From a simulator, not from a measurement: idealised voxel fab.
Herein follows the process module entitled voxel transistor to metal.
Displayed cross-section: cut, width of 270 nm, square cells sized 5 nm.
A cross-section is written here as square cells arranged in a grid, and it is given in bands from the top down, each band taking up one or more rows of cells. First you get the band's top height and its bottom height, in nm, and then the materials it's made of, left to right, with each width in nm. If you see a single material with "full width", that one covers the band edge to edge. "empty" is empty space. Heights are expressed relative to 0, this being the level below which the as-received wafer comprises one material exclusively. The lowest band is unbounded in the downward direction and is denoted as in "0 nm and below". Note: "30..40" means the width goes from the first number (top row of the band) to the second number (bottom row) in equal steps per row of cells. It should be understood that the words "no alteration", when stated for a given step, signify that the cross-section underwent no change in any of its cells during that step. Listed in "Sealed void inventory": every empty space of 8 or more cells without an open way to the top. Form: width x height at distance, the distance being from the left edge, all in nm. What comes after the settings on a step's line is commentary from the simulator itself on that step. overlay nm: mask right of planned place by this much (step with mask). Neg. = left. Heads up before you read on: it's before/after pairs around one process step each, after side only down to the lowest band that changed, step plus settings under the pair. Pairs can be from different runs of this module, same starting wafer, so only chain a pair onto the one above if its "Status before step" entry says so.

## Status before step
45 nm to 40 nm: 20 nm SiCN  105 nm empty  20 nm SiCN  105 nm empty  20 nm SiCN
40 nm to 30 nm: 60 nm SiCN  25 nm empty  100 nm SiCN  25 nm empty  60 nm SiCN
30 nm to 25 nm: 20 nm polySi  40 nm SiCN  25 nm empty  40 nm SiCN  20 nm polySi  40 nm SiCN  25 nm empty  40 nm SiCN  20 nm polySi
25 nm to 5 nm: 60 nm polySi  25 nm empty  100 nm polySi  25 nm empty  60 nm polySi
5 nm to 0 nm: 20 nm SiO2  40 nm polySi  25 nm empty  40 nm polySi  20 nm SiO2  40 nm polySi  25 nm empty  40 nm polySi  20 nm SiO2
0 nm to -5 nm: SiO2 full width
-5 nm to -20 nm: 25 nm SiO2  95 nm Si  30 nm SiO2  95 nm Si  25 nm SiO2
-20 nm and below: Si full width
Sealed void inventory: none

## Post-Step Appearance
50 nm to 45 nm: 25 nm SiO2  95 nm empty  30 nm SiO2  95 nm empty  25 nm SiO2
45 nm to 40 nm: 20 nm SiCN  45 nm SiO2  15 nm empty  45 nm SiO2  20 nm SiCN  45 nm SiO2  15 nm empty  45 nm SiO2  20 nm SiCN
40 nm to 30 nm: 60 nm SiCN  5 nm SiO2  15 nm empty  5 nm SiO2  100 nm SiCN  5 nm SiO2  15 nm empty  5 nm SiO2  60 nm SiCN
30 nm to 25 nm: 20 nm polySi  40 nm SiCN  5 nm SiO2  15 nm empty  5 nm SiO2  40 nm SiCN  20 nm polySi  40 nm SiCN  5 nm SiO2  15 nm empty  5 nm SiO2  40 nm SiCN  20 nm polySi
25 nm to 5 nm: 60 nm polySi  5 nm SiO2  15 nm empty  5 nm SiO2  100 nm polySi  5 nm SiO2  15 nm empty  5 nm SiO2  60 nm polySi
5 nm to 0 nm: 20 nm SiO2  40 nm polySi  25 nm SiO2  40 nm polySi  20 nm SiO2  40 nm polySi  25 nm SiO2  40 nm polySi  20 nm SiO2
For the remainder of the cross-section, below 0, there is no change.
Sealed void inventory: none
Which operation links the two cross-sections above? CONFORMAL_DEP (material SiO2; thk nm 5)

Status before step: The initial state for this step is given by the after cross-section of the immediately preceding pair.

## Post-Step Appearance
45 nm to 40 nm: 20 nm SiCN  5 nm SiO2  95 nm empty  5 nm SiO2  20 nm SiCN  5 nm SiO2  95 nm empty  5 nm SiO2  20 nm SiCN
40 nm to 30 nm: 60 nm SiCN  5 nm SiO2  15 nm empty  5 nm SiO2  100 nm SiCN  5 nm SiO2  15 nm empty  5 nm SiO2  60 nm SiCN
30 nm to 25 nm: 20 nm polySi  40 nm SiCN  5 nm SiO2  15 nm empty  5 nm SiO2  40 nm SiCN  20 nm polySi  40 nm SiCN  5 nm SiO2  15 nm empty  5 nm SiO2  40 nm SiCN  20 nm polySi
25 nm to 5 nm: 60 nm polySi  5 nm SiO2  15 nm empty  5 nm SiO2  100 nm polySi  5 nm SiO2  15 nm empty  5 nm SiO2  60 nm polySi
5 nm to 0 nm: 20 nm SiO2  40 nm polySi  5 nm SiO2  15 nm empty  5 nm SiO2  40 nm polySi  20 nm SiO2  40 nm polySi  5 nm SiO2  15 nm empty  5 nm SiO2  40 nm polySi  20 nm SiO2
For the remainder of the cross-section, below 0, there is no change.
Sealed void inventory: none
Which operation links the two cross-sections above? DIRECTIONAL_ETCH (etch materials SiO2; depth nm 5)

Status before step: The initial state for this step is given by the after cross-section of the immediately preceding pair.

## Post-Step Appearance
50 nm to 45 nm: 30 nm SiN  85 nm empty  40 nm SiN  85 nm empty  30 nm SiN
45 nm to 40 nm: 20 nm SiCN  5 nm SiO2  45 nm SiN  5 nm empty  45 nm SiN  5 nm SiO2  20 nm SiCN  5 nm SiO2  45 nm SiN  5 nm empty  45 nm SiN  5 nm SiO2  20 nm SiCN
40 nm to 30 nm: 60 nm SiCN  5 nm SiO2  5 nm SiN  5 nm empty  5 nm SiN  5 nm SiO2  100 nm SiCN  5 nm SiO2  5 nm SiN  5 nm empty  5 nm SiN  5 nm SiO2  60 nm SiCN
30 nm to 25 nm: 20 nm polySi  40 nm SiCN  5 nm SiO2  5 nm SiN  5 nm empty  5 nm SiN  5 nm SiO2  40 nm SiCN  20 nm polySi  40 nm SiCN  5 nm SiO2  5 nm SiN  5 nm empty  5 nm SiN  5 nm SiO2  40 nm SiCN  20 nm polySi
25 nm to 5 nm: 60 nm polySi  5 nm SiO2  5 nm SiN  5 nm empty  5 nm SiN  5 nm SiO2  100 nm polySi  5 nm SiO2  5 nm SiN  5 nm empty  5 nm SiN  5 nm SiO2  60 nm polySi
5 nm to 0 nm: 20 nm SiO2  40 nm polySi  5 nm SiO2  15 nm SiN  5 nm SiO2  40 nm polySi  20 nm SiO2  40 nm polySi  5 nm SiO2  15 nm SiN  5 nm SiO2  40 nm polySi  20 nm SiO2
For the remainder of the cross-section, below 0, there is no change.
Sealed void inventory: none
Which operation links the two cross-sections above? CONFORMAL_DEP (material SiN; thk nm 5)

Status before step: The initial state for this step is given by the after cross-section of the immediately preceding pair.

## Post-Step Appearance
45 nm to 40 nm: 20 nm SiCN  5 nm SiO2  5 nm SiN  85 nm empty  5 nm SiN  5 nm SiO2  20 nm SiCN  5 nm SiO2  5 nm SiN  85 nm empty  5 nm SiN  5 nm SiO2  20 nm SiCN
40 nm to 30 nm: 60 nm SiCN  5 nm SiO2  5 nm SiN  5 nm empty  5 nm SiN  5 nm SiO2  100 nm SiCN  5 nm SiO2  5 nm SiN  5 nm empty  5 nm SiN  5 nm SiO2  60 nm SiCN
30 nm to 25 nm: 20 nm polySi  40 nm SiCN  5 nm SiO2  5 nm SiN  5 nm empty  5 nm SiN  5 nm SiO2  40 nm SiCN  20 nm polySi  40 nm SiCN  5 nm SiO2  5 nm SiN  5 nm empty  5 nm SiN  5 nm SiO2  40 nm SiCN  20 nm polySi
25 nm to 5 nm: 60 nm polySi  5 nm SiO2  5 nm SiN  5 nm empty  5 nm SiN  5 nm SiO2  100 nm polySi  5 nm SiO2  5 nm SiN  5 nm empty  5 nm SiN  5 nm SiO2  60 nm polySi
5 nm to 0 nm: 20 nm SiO2  40 nm polySi  5 nm SiO2  5 nm SiN  5 nm empty  5 nm SiN  5 nm SiO2  40 nm polySi  20 nm SiO2  40 nm polySi  5 nm SiO2  5 nm SiN  5 nm empty  5 nm SiN  5 nm SiO2  40 nm polySi  20 nm SiO2
For the remainder of the cross-section, below 0, there is no change.
Sealed void inventory: none
Which operation links the two cross-sections above? DIRECTIONAL_ETCH (etch materials SiN; depth nm 5)

Status before step: The initial state for this step is given by the after cross-section of the immediately preceding pair.

## Post-Step Appearance
45 nm to 35 nm: 20..60 nm SiCN  5 nm empty  5 nm SiN  85..5 nm empty  5 nm SiN  5 nm empty  20..100 nm SiCN  5 nm empty  5 nm SiN  85..5 nm empty  5 nm SiN  5 nm empty  20..60 nm SiCN
35 nm to 30 nm: 60 nm SiCN  5 nm SiO2  5 nm SiN  5 nm empty  5 nm SiN  5 nm SiO2  100 nm SiCN  5 nm SiO2  5 nm SiN  5 nm empty  5 nm SiN  5 nm SiO2  60 nm SiCN
30 nm to 25 nm: 20 nm polySi  40 nm SiCN  5 nm SiO2  5 nm SiN  5 nm empty  5 nm SiN  5 nm SiO2  40 nm SiCN  20 nm polySi  40 nm SiCN  5 nm SiO2  5 nm SiN  5 nm empty  5 nm SiN  5 nm SiO2  40 nm SiCN  20 nm polySi
25 nm to 5 nm: 60 nm polySi  5 nm SiO2  5 nm SiN  5 nm empty  5 nm SiN  5 nm SiO2  100 nm polySi  5 nm SiO2  5 nm SiN  5 nm empty  5 nm SiN  5 nm SiO2  60 nm polySi
5 nm to 0 nm: 20 nm SiO2  40 nm polySi  5 nm SiO2  5 nm SiN  5 nm empty  5 nm SiN  5 nm SiO2  40 nm polySi  20 nm SiO2  40 nm polySi  5 nm SiO2  5 nm SiN  5 nm empty  5 nm SiN  5 nm SiO2  40 nm polySi  20 nm SiO2
0 nm to -5 nm: 70 nm SiO2  5 nm empty  120 nm SiO2  5 nm empty  70 nm SiO2
For the remainder of the cross-section, below -5, there is no change.
Sealed void inventory: none
Which operation links the two cross-sections above? DIRECTIONAL_ETCH (etch materials SiO2; depth nm 5)

Status before step: The initial state for this step is given by the after cross-section of the immediately preceding pair.

## Post-Step Appearance
45 nm to 35 nm: 20..60 nm SiCN  5 nm empty  5 nm SiN  85..5 nm empty  5 nm SiN  5 nm empty  20..100 nm SiCN  5 nm empty  5 nm SiN  85..5 nm empty  5 nm SiN  5 nm empty  20..60 nm SiCN
35 nm to 30 nm: 60 nm SiCN  5 nm SiO2  5 nm SiN  5 nm empty  5 nm SiN  5 nm SiO2  100 nm SiCN  5 nm SiO2  5 nm SiN  5 nm empty  5 nm SiN  5 nm SiO2  60 nm SiCN
30 nm to 25 nm: 20 nm polySi  40 nm SiCN  5 nm SiO2  5 nm SiN  5 nm empty  5 nm SiN  5 nm SiO2  40 nm SiCN  20 nm polySi  40 nm SiCN  5 nm SiO2  5 nm SiN  5 nm empty  5 nm SiN  5 nm SiO2  40 nm SiCN  20 nm polySi
25 nm to 5 nm: 60 nm polySi  5 nm SiO2  5 nm SiN  5 nm empty  5 nm SiN  5 nm SiO2  100 nm polySi  5 nm SiO2  5 nm SiN  5 nm empty  5 nm SiN  5 nm SiO2  60 nm polySi
5 nm to 0 nm: 20 nm SiO2  40 nm polySi  5 nm SiO2  5 nm SiN  5 nm empty  5 nm SiN  5 nm SiO2  40 nm polySi  20 nm SiO2  40 nm polySi  5 nm SiO2  5 nm SiN  5 nm empty  5 nm SiN  5 nm SiO2  40 nm polySi  20 nm SiO2
0 nm to -5 nm: 70 nm SiO2  5 nm empty  120 nm SiO2  5 nm empty  70 nm SiO2
-5 nm to -15 nm: 25 nm SiO2  45 nm Si  5 nm empty  45 nm Si  30 nm SiO2  45 nm Si  5 nm empty  45 nm Si  25 nm SiO2
For the remainder of the cross-section, below -15, there is no change.
Sealed void inventory: none
Which operation links the two cross-sections above? DIRECTIONAL_ETCH (etch materials Si; depth nm 10)

Status before step: The initial state for this step is given by the after cross-section of the immediately preceding pair.

## Post-Step Appearance
45 nm to 35 nm: 20..60 nm SiCN  5 nm empty  5 nm SiN  85..5 nm empty  5 nm SiN  5 nm empty  20..100 nm SiCN  5 nm empty  5 nm SiN  85..5 nm empty  5 nm SiN  5 nm empty  20..60 nm SiCN
35 nm to 30 nm: 60 nm SiCN  5 nm SiO2  5 nm SiN  5 nm empty  5 nm SiN  5 nm SiO2  100 nm SiCN  5 nm SiO2  5 nm SiN  5 nm empty  5 nm SiN  5 nm SiO2  60 nm SiCN
30 nm to 25 nm: 20 nm polySi  40 nm SiCN  5 nm SiO2  5 nm SiN  5 nm empty  5 nm SiN  5 nm SiO2  40 nm SiCN  20 nm polySi  40 nm SiCN  5 nm SiO2  5 nm SiN  5 nm empty  5 nm SiN  5 nm SiO2  40 nm SiCN  20 nm polySi
25 nm to 5 nm: 60 nm polySi  5 nm SiO2  5 nm SiN  5 nm empty  5 nm SiN  5 nm SiO2  100 nm polySi  5 nm SiO2  5 nm SiN  5 nm empty  5 nm SiN  5 nm SiO2  60 nm polySi
5 nm to 0 nm: 20 nm SiO2  40 nm polySi  5 nm SiO2  5 nm SiN  5 nm nSi  5 nm SiN  5 nm SiO2  40 nm polySi  20 nm SiO2  40 nm polySi  5 nm SiO2  5 nm SiN  5 nm nSi  5 nm SiN  5 nm SiO2  40 nm polySi  20 nm SiO2
0 nm to -5 nm: 70 nm SiO2  5 nm nSi  120 nm SiO2  5 nm nSi  70 nm SiO2
-5 nm to -15 nm: 25 nm SiO2  45 nm Si  5 nm nSi  45 nm Si  30 nm SiO2  45 nm Si  5 nm nSi  45 nm Si  25 nm SiO2
For the remainder of the cross-section, below -15, there is no change.
Sealed void inventory: none
Which operation links the two cross-sections above? EPI (material nSi; thk nm 10)

Status before step: The initial state for this step is given by the after cross-section of the immediately preceding pair.

## Post-Step Appearance
55 nm to 45 nm: SiO2 full width
45 nm to 40 nm: 20 nm SiCN  5 nm SiO2  5 nm SiN  85 nm SiO2  5 nm SiN  5 nm SiO2  20 nm SiCN  5 nm SiO2  5 nm SiN  85 nm SiO2  5 nm SiN  5 nm SiO2  20 nm SiCN
40 nm to 30 nm: 60 nm SiCN  5 nm SiO2  5 nm SiN  5 nm SiO2  5 nm SiN  5 nm SiO2  100 nm SiCN  5 nm SiO2  5 nm SiN  5 nm SiO2  5 nm SiN  5 nm SiO2  60 nm SiCN
30 nm to 25 nm: 20 nm polySi  40 nm SiCN  5 nm SiO2  5 nm SiN  5 nm SiO2  5 nm SiN  5 nm SiO2  40 nm SiCN  20 nm polySi  40 nm SiCN  5 nm SiO2  5 nm SiN  5 nm SiO2  5 nm SiN  5 nm SiO2  40 nm SiCN  20 nm polySi
25 nm to 5 nm: 60 nm polySi  5 nm SiO2  5 nm SiN  5 nm SiO2  5 nm SiN  5 nm SiO2  100 nm polySi  5 nm SiO2  5 nm SiN  5 nm SiO2  5 nm SiN  5 nm SiO2  60 nm polySi
For the remainder of the cross-section, below 5, there is no change.
Sealed void inventory: none
Which operation links the two cross-sections above? FILL_DEP (material SiO2; thk nm 10)

Status before step: The initial state for this step is given by the after cross-section of the immediately preceding pair.

## Post-Step Appearance
40 nm to 30 nm: 60 nm SiCN  5 nm SiO2  5 nm SiN  5 nm SiO2  5 nm SiN  5 nm SiO2  100 nm SiCN  5 nm SiO2  5 nm SiN  5 nm SiO2  5 nm SiN  5 nm SiO2  60 nm SiCN
For the remainder of the cross-section, below 30, there is no change.
Sealed void inventory: none
Which operation links the two cross-sections above? CMP (height nm 40)

Status before step: The initial state for this step is given by the after cross-section of the immediately preceding pair.

## Post-Step Appearance
55 nm to 40 nm: SiO2 full width
For the remainder of the cross-section, below 40, there is no change.
Sealed void inventory: none
Which operation links the two cross-sections above? DIRECTIONAL_DEP (material SiO2; thk nm 15)

Status before step: The initial state for this step is given by the after cross-section of the immediately preceding pair.

## Post-Step Appearance
65 nm to 55 nm: aC full width
For the remainder of the cross-section, below 55, there is no change.
Sealed void inventory: none
Which operation links the two cross-sections above? DIRECTIONAL_DEP (material aC; thk nm 10)

Status before step: The initial state for this step is given by the after cross-section of the immediately preceding pair.

## Post-Step Appearance
95 nm to 65 nm: 30 nm resist  15 nm empty  55 nm resist  15 nm empty  40 nm resist  15 nm empty  55 nm resist  15 nm empty  30 nm resist
For the remainder of the cross-section, below 65, there is no change.
Sealed void inventory: none
Which operation links the two cross-sections above? PATTERN (tone open; mask id CONTACT; material resist; width nm 15; thk nm 30; overlay nm 0)

Status before step: The initial state for this step is given by the after cross-section of the immediately preceding pair.

## Post-Step Appearance
85 nm to 65 nm: 30 nm resist  15 nm empty  55 nm resist  15 nm empty  40 nm resist  15 nm empty  55 nm resist  15 nm empty  30 nm resist
65 nm to 55 nm: 30 nm aC  15 nm empty  55 nm aC  15 nm empty  40 nm aC  15 nm empty  55 nm aC  15 nm empty  30 nm aC
For the remainder of the cross-section, below 55, there is no change.
Sealed void inventory: none
Which operation links the two cross-sections above? DIRECTIONAL_ETCH (etch materials aC; depth nm 10)

Status before step: The initial state for this step is given by the after cross-section of the immediately preceding pair.

## Post-Step Appearance
65 nm to 55 nm: 30 nm aC  15 nm empty  55 nm aC  15 nm empty  40 nm aC  15 nm empty  55 nm aC  15 nm empty  30 nm aC
For the remainder of the cross-section, below 55, there is no change.
Sealed void inventory: none
Which operation links the two cross-sections above? STRIP (etch materials resist)

Status before step: The initial state for this step is given by the after cross-section of the immediately preceding pair.

## Post-Step Appearance
65 nm to 55 nm: 30 nm aC  15 nm empty  55 nm aC  15 nm empty  40 nm aC  15 nm empty  55 nm aC  15 nm empty  30 nm aC
55 nm to 40 nm: 30 nm SiO2  15 nm empty  55 nm SiO2  15 nm empty  40 nm SiO2  15 nm empty  55 nm SiO2  15 nm empty  30 nm SiO2
For the remainder of the cross-section, below 40, there is no change.
Sealed void inventory: none
Which operation links the two cross-sections above? DIRECTIONAL_ETCH (etch materials SiO2; depth nm 50)

Status before step: The initial state for this step is given by the after cross-section of the immediately preceding pair.

## Post-Step Appearance
55 nm to 40 nm: 30 nm SiO2  15 nm empty  55 nm SiO2  15 nm empty  40 nm SiO2  15 nm empty  55 nm SiO2  15 nm empty  30 nm SiO2
For the remainder of the cross-section, below 40, there is no change.
Sealed void inventory: none
Which operation links the two cross-sections above? STRIP (etch materials aC)

Status before step: The initial state for this step is given by the after cross-section of the immediately preceding pair.

## Post-Step Appearance
60 nm to 55 nm: 35 nm TiN  5 nm empty  65 nm TiN  5 nm empty  50 nm TiN  5 nm empty  65 nm TiN  5 nm empty  35 nm TiN
55 nm to 45 nm: 30 nm SiO2  5 nm TiN  5 nm empty  5 nm TiN  55 nm SiO2  5 nm TiN  5 nm empty  5 nm TiN  40 nm SiO2  5 nm TiN  5 nm empty  5 nm TiN  55 nm SiO2  5 nm TiN  5 nm empty  5 nm TiN  30 nm SiO2
45 nm to 40 nm: 30 nm SiO2  15 nm TiN  55 nm SiO2  15 nm TiN  40 nm SiO2  15 nm TiN  55 nm SiO2  15 nm TiN  30 nm SiO2
For the remainder of the cross-section, below 40, there is no change.
Sealed void inventory: none
Which operation links the two cross-sections above? CONFORMAL_DEP (material TiN; thk nm 5)

Status before step: The initial state for this step is given by the after cross-section of the immediately preceding pair.

## Post-Step Appearance
70 nm to 60 nm: W full width
60 nm to 55 nm: 35 nm TiN  5 nm W  65 nm TiN  5 nm W  50 nm TiN  5 nm W  65 nm TiN  5 nm W  35 nm TiN
55 nm to 45 nm: 30 nm SiO2  5 nm TiN  5 nm W  5 nm TiN  55 nm SiO2  5 nm TiN  5 nm W  5 nm TiN  40 nm SiO2  5 nm TiN  5 nm W  5 nm TiN  55 nm SiO2  5 nm TiN  5 nm W  5 nm TiN  30 nm SiO2
For the remainder of the cross-section, below 45, there is no change.
Sealed void inventory: none
Which operation links the two cross-sections above? FILL_DEP (material W; thk nm 10)

Status before step: The initial state for this step is given by the after cross-section of the immediately preceding pair.

## Post-Step Appearance
55 nm to 45 nm: 30 nm SiO2  5 nm TiN  5 nm W  5 nm TiN  55 nm SiO2  5 nm TiN  5 nm W  5 nm TiN  40 nm SiO2  5 nm TiN  5 nm W  5 nm TiN  55 nm SiO2  5 nm TiN  5 nm W  5 nm TiN  30 nm SiO2
For the remainder of the cross-section, below 45, there is no change.
Sealed void inventory: none
Which operation links the two cross-sections above? CMP (height nm 55)

Status before step: The initial state for this step is given by the after cross-section of the immediately preceding pair.

## Post-Step Appearance
60 nm to 55 nm: SiCN full width
For the remainder of the cross-section, below 55, there is no change.
Sealed void inventory: none
Which operation links the two cross-sections above? CONFORMAL_DEP (material SiCN; thk nm 5)

Status before step: The initial state for this step is given by the after cross-section of the immediately preceding pair.

## Post-Step Appearance
80 nm to 60 nm: SiO2 full width
For the remainder of the cross-section, below 60, there is no change.
Sealed void inventory: none
Which operation links the two cross-sections above? DIRECTIONAL_DEP (material SiO2; thk nm 20)

Status before step: The initial state for this step is given by the after cross-section of the immediately preceding pair.

## Post-Step Appearance
95 nm to 80 nm: aC full width
For the remainder of the cross-section, below 80, there is no change.
Sealed void inventory: none
Which operation links the two cross-sections above? DIRECTIONAL_DEP (material aC; thk nm 15)

Status before step: The initial state for this step is given by the after cross-section of the immediately preceding pair.

## Post-Step Appearance
125 nm to 95 nm: 30 nm resist  15 nm empty  55 nm resist  15 nm empty  40 nm resist  15 nm empty  55 nm resist  15 nm empty  30 nm resist
For the remainder of the cross-section, below 95, there is no change.
Sealed void inventory: none
Which operation links the two cross-sections above? PATTERN (tone open; mask id METAL_1; material resist; width nm 15; thk nm 30; overlay nm 0)

Status before step: The initial state for this step is given by the after cross-section of the immediately preceding pair.

## Post-Step Appearance
110 nm to 95 nm: 30 nm resist  15 nm empty  55 nm resist  15 nm empty  40 nm resist  15 nm empty  55 nm resist  15 nm empty  30 nm resist
95 nm to 80 nm: 30 nm aC  15 nm empty  55 nm aC  15 nm empty  40 nm aC  15 nm empty  55 nm aC  15 nm empty  30 nm aC
For the remainder of the cross-section, below 80, there is no change.
Sealed void inventory: none
Which operation links the two cross-sections above? DIRECTIONAL_ETCH (etch materials aC; depth nm 15)

Status before step: The initial state for this step is given by the after cross-section of the immediately preceding pair.

## Post-Step Appearance
95 nm to 80 nm: 30 nm aC  15 nm empty  55 nm aC  15 nm empty  40 nm aC  15 nm empty  55 nm aC  15 nm empty  30 nm aC
For the remainder of the cross-section, below 80, there is no change.
Sealed void inventory: none
Which operation links the two cross-sections above? STRIP (etch materials resist)

Status before step: The initial state for this step is given by the after cross-section of the immediately preceding pair.

## Post-Step Appearance
95 nm to 80 nm: 30 nm aC  15 nm empty  55 nm aC  15 nm empty  40 nm aC  15 nm empty  55 nm aC  15 nm empty  30 nm aC
80 nm to 60 nm: 30 nm SiO2  15 nm empty  55 nm SiO2  15 nm empty  40 nm SiO2  15 nm empty  55 nm SiO2  15 nm empty  30 nm SiO2
For the remainder of the cross-section, below 60, there is no change.
Sealed void inventory: none
Which operation links the two cross-sections above? DIRECTIONAL_ETCH (etch materials SiO2; depth nm 20)

Status before step: The initial state for this step is given by the after cross-section of the immediately preceding pair.

## Post-Step Appearance
95 nm to 80 nm: 30 nm aC  15 nm empty  55 nm aC  15 nm empty  40 nm aC  15 nm empty  55 nm aC  15 nm empty  30 nm aC
80 nm to 60 nm: 30 nm SiO2  15 nm empty  55 nm SiO2  15 nm empty  40 nm SiO2  15 nm empty  55 nm SiO2  15 nm empty  30 nm SiO2
60 nm to 55 nm: 30 nm SiCN  15 nm empty  55 nm SiCN  15 nm empty  40 nm SiCN  15 nm empty  55 nm SiCN  15 nm empty  30 nm SiCN
For the remainder of the cross-section, below 55, there is no change.
Sealed void inventory: none
Which operation links the two cross-sections above? DIRECTIONAL_ETCH (etch materials SiCN; depth nm 5)

Status before step: The initial state for this step is given by the after cross-section of the immediately preceding pair.

## Post-Step Appearance
80 nm to 60 nm: 30 nm SiO2  15 nm empty  55 nm SiO2  15 nm empty  40 nm SiO2  15 nm empty  55 nm SiO2  15 nm empty  30 nm SiO2
For the remainder of the cross-section, below 60, there is no change.
Sealed void inventory: none
Which operation links the two cross-sections above? STRIP (etch materials aC)

Status before step: The initial state for this step is given by the after cross-section of the immediately preceding pair.

## Post-Step Appearance
85 nm to 80 nm: 35 nm TiN  5 nm empty  65 nm TiN  5 nm empty  50 nm TiN  5 nm empty  65 nm TiN  5 nm empty  35 nm TiN
80 nm to 60 nm: 30 nm SiO2  5 nm TiN  5 nm empty  5 nm TiN  55 nm SiO2  5 nm TiN  5 nm empty  5 nm TiN  40 nm SiO2  5 nm TiN  5 nm empty  5 nm TiN  55 nm SiO2  5 nm TiN  5 nm empty  5 nm TiN  30 nm SiO2
60 nm to 55 nm: 30 nm SiCN  15 nm TiN  55 nm SiCN  15 nm TiN  40 nm SiCN  15 nm TiN  55 nm SiCN  15 nm TiN  30 nm SiCN
For the remainder of the cross-section, below 55, there is no change.
Sealed void inventory: none
Which operation links the two cross-sections above? CONFORMAL_DEP (material TiN; thk nm 5)

Status before step: The initial state for this step is given by the after cross-section of the immediately preceding pair.

## Post-Step Appearance
90 nm to 85 nm: Cu full width
85 nm to 80 nm: 35 nm TiN  5 nm Cu  65 nm TiN  5 nm Cu  50 nm TiN  5 nm Cu  65 nm TiN  5 nm Cu  35 nm TiN
80 nm to 60 nm: 30 nm SiO2  5 nm TiN  5 nm Cu  5 nm TiN  55 nm SiO2  5 nm TiN  5 nm Cu  5 nm TiN  40 nm SiO2  5 nm TiN  5 nm Cu  5 nm TiN  55 nm SiO2  5 nm TiN  5 nm Cu  5 nm TiN  30 nm SiO2
For the remainder of the cross-section, below 60, there is no change.
Sealed void inventory: none
Which operation links the two cross-sections above? FILL_DEP (material Cu; thk nm 5)

Status before step: The initial state for this step is given by the after cross-section of the immediately preceding pair.

## Post-Step Appearance
80 nm to 60 nm: 30 nm SiO2  5 nm TiN  5 nm Cu  5 nm TiN  55 nm SiO2  5 nm TiN  5 nm Cu  5 nm TiN  40 nm SiO2  5 nm TiN  5 nm Cu  5 nm TiN  55 nm SiO2  5 nm TiN  5 nm Cu  5 nm TiN  30 nm SiO2
For the remainder of the cross-section, below 60, there is no change.
Sealed void inventory: none
Which operation links the two cross-sections above? CMP (height nm 80)

Status before step: The initial state for this step is given by the after cross-section of the immediately preceding pair.

## Post-Step Appearance
85 nm to 80 nm: 25 nm empty  25 nm Ru  45 nm empty  25 nm Ru  30 nm empty  25 nm Ru  45 nm empty  25 nm Ru  25 nm empty
For the remainder of the cross-section, below 80, there is no change.
Sealed void inventory: none
Which operation links the two cross-sections above? EPI (material Ru; thk nm 5)

Status before step: The initial state for this step is given by the after cross-section of the immediately preceding pair.

## Post-Step Appearance
90 nm to 85 nm: SiCN full width
85 nm to 80 nm: 25 nm SiCN  25 nm Ru  45 nm SiCN  25 nm Ru  30 nm SiCN  25 nm Ru  45 nm SiCN  25 nm Ru  25 nm SiCN
For the remainder of the cross-section, below 80, there is no change.
Sealed void inventory: none
Which operation links the two cross-sections above? FILL_DEP (material SiCN; thk nm 5)
